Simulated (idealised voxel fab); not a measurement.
You're looking at the process module voxel air gaps.
Displayed cross-section: cut, width of 225 nm, square cells sized 5 nm.
Cross-section, as written here: a square-cell grid given band by band from the top down, where a band holds one or more rows of cells. Band: top and bottom heights (nm) first, top before bottom; then materials from left to right, widths in nm. "throughout" marks a sole material filling the band edge to edge. "blank" denotes empty space. Counting heights begins at 0, where everything beneath is, in the wafer as received, one material. The lowest band has no bottom; it goes on downwards, as "0 and below" shows. Per-row width for "30->40": begins at first number (top row of band), ends at second number (bottom row), increment between rows held constant. Step note "nothing altered" = no cross-section cell changed. You'll see "Fully sealed cavities" listing empty spaces that have no way open to the top, as long as they're 8 cells or more; the notation is width x height at distance, where the distance is from the left edge, and all of it is in nm. Read whatever lies past the settings on a step's line as the simulator's own remark about the step. Among the settings permitted on a step's line is "overlay nm"; applied to a step with a mask, it specifies the extent to which the mask lay to the right of its planned position, whereas a negative figure signifies a position to the left.

[Process steps foreseen in the plan]
1. RECEIVE: material Si
2. CONFORMAL_DEP: material SiO2, thk nm 15
3. CONFORMAL_DEP: material SiN, thk nm 5
4. DIRECTIONAL_DEP: material lowk, thk nm 30
5. DIRECTIONAL_DEP: material aC, thk nm 10
6. PATTERN: tone open, mask id LINES, material resist, width nm 15, pitch nm 40, thk nm 25, overlay nm 0
7. DIRECTIONAL_ETCH: etch materials aC, depth nm 10
8. STRIP: etch materials resist
9. DIRECTIONAL_ETCH: etch materials lowk, depth nm 30
10. STRIP: etch materials aC
11. CONFORMAL_DEP: material TiN, thk nm 5
12. FILL_DEP: material W, thk nm 10
13. CMP: height nm 50
14. EPI: material Ru, thk nm 10
15. SELECTIVE_ETCH: etch materials lowk, depth nm 40
16. CONFORMAL_DEP: material SiCN, thk nm 5

[So, the first of our two wafers, run just as we planned it]

[Cross-section of the wafer as it came to us, i.e., already through step 1]
> 0 and below: Si throughout
> Fully sealed cavities: none

[Take a look at the wafer's cross-section after step 2]
> 15 down to 0: SiO2 throughout
> Note: structure below 0 unchanged.

[Take a look at the wafer's cross-section after step 3]
> 20 down to 15: SiN throughout
> Note: structure below 15 unchanged.

[Take a look at the wafer's cross-section after step 4]
> 50 down to 20: lowk throughout
> Note: structure below 20 unchanged.

[Take a look at the wafer's cross-section after step 5]
> 60 down to 50: aC throughout
> Note: structure below 50 unchanged.

[Take a look at the wafer's cross-section after step 6]
> 85 down to 60: resist (45), blank (15), resist (25), blank (15), resist (25), blank (15), resist (25), blank (15), resist (45)
> Note: structure below 60 unchanged.

[Take a look at the wafer's cross-section after step 7]
> 75 down to 60: resist (45), blank (15), resist (25), blank (15), resist (25), blank (15), resist (25), blank (15), resist (45)
> 60 down to 50: aC (45), blank (15), aC (25), blank (15), aC (25), blank (15), aC (25), blank (15), aC (45)
> Note: structure below 50 unchanged.

[Take a look at the wafer's cross-section after step 8]
> 60 down to 50: aC (45), blank (15), aC (25), blank (15), aC (25), blank (15), aC (25), blank (15), aC (45)
> Note: structure below 50 unchanged.

[Take a look at the wafer's cross-section after step 9]
> 60 down to 50: aC (45), blank (15), aC (25), blank (15), aC (25), blank (15), aC (25), blank (15), aC (45)
> 50 down to 20: lowk (45), blank (15), lowk (25), blank (15), lowk (25), blank (15), lowk (25), blank (15), lowk (45)
> Note: structure below 20 unchanged.

[Take a look at the wafer's cross-section after step 10]
> 50 down to 20: lowk (45), blank (15), lowk (25), blank (15), lowk (25), blank (15), lowk (25), blank (15), lowk (45)
> Note: structure below 20 unchanged.

[Take a look at the wafer's cross-section after step 11]
> 55 down to 50: TiN (50), blank (5), TiN (35), blank (5), TiN (35), blank (5), TiN (35), blank (5), TiN (50)
> 50 down to 25: lowk (45), TiN (5), blank (5), TiN (5), lowk (25), TiN (5), blank (5), TiN (5), lowk (25), TiN (5), blank (5), TiN (5), lowk (25), TiN (5), blank (5), TiN (5), lowk (45)
> 25 down to 20: lowk (45), TiN (15), lowk (25), TiN (15), lowk (25), TiN (15), lowk (25), TiN (15), lowk (45)
> Note: structure below 20 unchanged.

[Take a look at the wafer's cross-section after step 12]
> 65 down to 55: W throughout
> 55 down to 50: TiN (50), W (5), TiN (35), W (5), TiN (35), W (5), TiN (35), W (5), TiN (50)
> 50 down to 25: lowk (45), TiN (5), W (5), TiN (5), lowk (25), TiN (5), W (5), TiN (5), lowk (25), TiN (5), W (5), TiN (5), lowk (25), TiN (5), W (5), TiN (5), lowk (45)
> Note: structure below 25 unchanged.

[Take a look at the wafer's cross-section after step 13]
> 50 down to 25: lowk (45), TiN (5), W (5), TiN (5), lowk (25), TiN (5), W (5), TiN (5), lowk (25), TiN (5), W (5), TiN (5), lowk (25), TiN (5), W (5), TiN (5), lowk (45)
> Note: structure below 25 unchanged.

[Take a look at the wafer's cross-section after step 14]
> 60 down to 50: blank (35), Ru (35), blank (5), Ru (35), blank (5), Ru (35), blank (5), Ru (35), blank (35)
> Note: structure below 50 unchanged.

[Take a look at the wafer's cross-section after step 15]
> 60 down to 50: blank (35), Ru (35), blank (5), Ru (35), blank (5), Ru (35), blank (5), Ru (35), blank (35)
> 50 down to 25: blank (45), TiN (5), W (5), TiN (5), blank (25), TiN (5), W (5), TiN (5), blank (25), TiN (5), W (5), TiN (5), blank (25), TiN (5), W (5), TiN (5), blank (45)
> 25 down to 20: blank (45), TiN (15), blank (25), TiN (15), blank (25), TiN (15), blank (25), TiN (15), blank (45)
> Note: structure below 20 unchanged.

[Take a look at the wafer's cross-section after step 16]
> 65 down to 60: blank (30), SiCN (165), blank (30)
> 60 down to 50: blank (30), SiCN (5), Ru (35), SiCN (5), Ru (35), SiCN (5), Ru (35), SiCN (5), Ru (35), SiCN (5), blank (30)
> 50 down to 45: blank (30), SiCN (15), TiN (5), W (5), TiN (5), SiCN (25), TiN (5), W (5), TiN (5), SiCN (25), TiN (5), W (5), TiN (5), SiCN (25), TiN (5), W (5), TiN (5), SiCN (15), blank (30)
> 45 down to 25: blank (40), SiCN (5), TiN (5), W (5), TiN (5), SiCN (5), blank (15), SiCN (5), TiN (5), W (5), TiN (5), SiCN (5), blank (15), SiCN (5), TiN (5), W (5), TiN (5), SiCN (5), blank (15), SiCN (5), TiN (5), W (5), TiN (5), SiCN (5), blank (40)
> 25 down to 20: SiCN (45), TiN (15), SiCN (25), TiN (15), SiCN (25), TiN (15), SiCN (25), TiN (15), SiCN (45)
> Note: structure below 20 unchanged.
> Fully sealed cavities: 15 x 20 at 65; 15 x 20 at 105; 15 x 20 at 145

[Okay, second wafer. Nothing different at the start, nothing different in the plan, just one mistake somewhere in the running. As far as step 5, counting that step, it's the first wafer all over again]

[Second wafer profile in section, at the moment step 6 of the plan was meant to be complete]
> 85 down to 60: resist (40), blank (25), resist (15), blank (25), resist (15), blank (25), resist (15), blank (25), resist (40)
> Note: structure below 60 unchanged.

[Second wafer profile in section, at the moment step 7 of the plan was meant to be complete]
> 75 down to 60: resist (40), blank (25), resist (15), blank (25), resist (15), blank (25), resist (15), blank (25), resist (40)
> 60 down to 50: aC (40), blank (25), aC (15), blank (25), aC (15), blank (25), aC (15), blank (25), aC (40)
> Note: structure below 50 unchanged.

[Second wafer profile in section, at the moment step 8 of the plan was meant to be complete]
> 60 down to 50: aC (40), blank (25), aC (15), blank (25), aC (15), blank (25), aC (15), blank (25), aC (40)
> Note: structure below 50 unchanged.

[Second wafer profile in section, at the moment step 9 of the plan was meant to be complete]
> 60 down to 50: aC (40), blank (25), aC (15), blank (25), aC (15), blank (25), aC (15), blank (25), aC (40)
> 50 down to 20: lowk (40), blank (25), lowk (15), blank (25), lowk (15), blank (25), lowk (15), blank (25), lowk (40)
> Note: structure below 20 unchanged.

[Second wafer profile in section, at the moment step 10 of the plan was meant to be complete]
> 50 down to 20: lowk (40), blank (25), lowk (15), blank (25), lowk (15), blank (25), lowk (15), blank (25), lowk (40)
> Note: structure below 20 unchanged.

[Second wafer profile in section, at the moment step 11 of the plan was meant to be complete]
> 55 down to 50: TiN (45), blank (15), TiN (25), blank (15), TiN (25), blank (15), TiN (25), blank (15), TiN (45)
> 50 down to 25: lowk (40), TiN (5), blank (15), TiN (5), lowk (15), TiN (5), blank (15), TiN (5), lowk (15), TiN (5), blank (15), TiN (5), lowk (15), TiN (5), blank (15), TiN (5), lowk (40)
> 25 down to 20: lowk (40), TiN (25), lowk (15), TiN (25), lowk (15), TiN (25), lowk (15), TiN (25), lowk (40)
> Note: structure below 20 unchanged.

[Second wafer profile in section, at the moment step 12 of the plan was meant to be complete]
> 65 down to 55: W throughout
> 55 down to 50: TiN (45), W (15), TiN (25), W (15), TiN (25), W (15), TiN (25), W (15), TiN (45)
> 50 down to 25: lowk (40), TiN (5), W (15), TiN (5), lowk (15), TiN (5), W (15), TiN (5), lowk (15), TiN (5), W (15), TiN (5), lowk (15), TiN (5), W (15), TiN (5), lowk (40)
> Note: structure below 25 unchanged.

[Second wafer profile in section, at the moment step 13 of the plan was meant to be complete]
> 50 down to 25: lowk (40), TiN (5), W (15), TiN (5), lowk (15), TiN (5), W (15), TiN (5), lowk (15), TiN (5), W (15), TiN (5), lowk (15), TiN (5), W (15), TiN (5), lowk (40)
> Note: structure below 25 unchanged.

[Second wafer profile in section, at the moment step 14 of the plan was meant to be complete]
> 60 down to 50: blank (30), Ru (165), blank (30)
> Note: structure below 50 unchanged.

[Second wafer profile in section, at the moment step 15 of the plan was meant to be complete]
> 60 down to 50: blank (30), Ru (165), blank (30)
> 50 down to 25: blank (40), TiN (5), W (15), TiN (5), lowk (15), TiN (5), W (15), TiN (5), lowk (15), TiN (5), W (15), TiN (5), lowk (15), TiN (5), W (15), TiN (5), blank (40)
> 25 down to 20: blank (40), TiN (25), lowk (15), TiN (25), lowk (15), TiN (25), lowk (15), TiN (25), blank (40)
> Note: structure below 20 unchanged.

[Second wafer profile in section, at the moment step 16 of the plan was meant to be complete]
> 65 down to 60: blank (25), SiCN (175), blank (25)
> 60 down to 50: blank (25), SiCN (5), Ru (165), SiCN (5), blank (25)
> 50 down to 45: blank (25), SiCN (15), TiN (5), W (15), TiN (5), lowk (15), TiN (5), W (15), TiN (5), lowk (15), TiN (5), W (15), TiN (5), lowk (15), TiN (5), W (15), TiN (5), SiCN (15), blank (25)
> 45 down to 25: blank (35), SiCN (5), TiN (5), W (15), TiN (5), lowk (15), TiN (5), W (15), TiN (5), lowk (15), TiN (5), W (15), TiN (5), lowk (15), TiN (5), W (15), TiN (5), SiCN (5), blank (35)
> 25 down to 20: SiCN (40), TiN (25), lowk (15), TiN (25), lowk (15), TiN (25), lowk (15), TiN (25), SiCN (40)
> Note: structure below 20 unchanged.
The plan and the run diverged here: it should be noted that step 6 was executed with settings other than those planned, the operation and settings actually applied being PATTERN: tone open, mask id LINES, material resist, width nm 25, pitch nm 40, thk nm 25, overlay nm 0
Final wafer comparison in cells, second versus first, more or fewer per material: 10 more of Ru, 60 fewer of SiCN, 8 more of TiN, 40 more of W, 54 more of lowk
The second wafer ends with 0 closed voids, and the first wafer ends with 3.
